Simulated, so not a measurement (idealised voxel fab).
process module | voxel tone inversion
cross-section cut | 145 nm wide | cells 5 nm
A cross-section is a grid of square cells, given in bands from the top down. A band is one or more rows of cells.
Each band's line starts with the height of the band's top and of its bottom, in nm. Then come its materials from left to right, each with its width in nm. One material with "throughout" fills the band from edge to edge. "air" is empty space.
Height 0 is the level under which the wafer as received is all one material. The lowest band goes on downwards, as in "0 down".
A width such as "30 to 40" changes by the same amount from each row of cells to the next, from the band's top row to its bottom row.
"no change" after a step means that no cell of the cross-section changed.
closed voids: empty space of 8 cells or more with no open way to the top, each as width x height at its distance from the left edge, in nm
after a step's settings: what the simulator itself notes on the step
overlay nm, on a step with a mask: how far to the right of its planned place the mask lay; to the left if negative
plan
1 op RECEIVE | material Si
2 op CONFORMAL_DEP | material SiCN | thk nm 10
3 op DIRECTIONAL_DEP | material aC | thk nm 15
4 op PATTERN | tone cover | mask id POSTS | material resist | width nm 15 | pitch nm 30 | thk nm 20 | overlay nm 0
5 op DIRECTIONAL_ETCH | etch materials aC | depth nm 15
6 op STRIP | etch materials resist
7 op FILL_DEP | material SiO2 | thk nm 5
8 op CMP | height nm 25
9 op STRIP | etch materials aC
10 op CONFORMAL_DEP | material TiN | thk nm 5
11 op FILL_DEP | material Ru | thk nm 5
12 op CMP | height nm 25
13 op CONFORMAL_DEP | material SiCN | thk nm 5
as received, after step 1
  0 down: Si throughout
  closed voids: none
a wafer at the end: this start, this plan, one mistake
  30 to 25: SiCN throughout
  25 to 15: SiO2 15 | TiN 5 | Ru 5 | TiN 5 | SiO2 15 | TiN 5 | Ru 5 | TiN 5 | SiO2 15 | TiN 5 | Ru 5 | TiN 5 | SiO2 15 | TiN 5 | Ru 5 | TiN 5 | SiO2 25
  15 to 10: SiO2 15 | TiN 15 | SiO2 15 | TiN 15 | SiO2 15 | TiN 15 | SiO2 15 | TiN 15 | SiO2 25
  10 to 0: SiCN throughout
  0 down: Si throughout
  closed voids: none
what went wrong: step 4 ran as: op PATTERN | tone cover | mask id POSTS | material resist | width nm 15 | pitch nm 30 | thk nm 20 | overlay nm -5
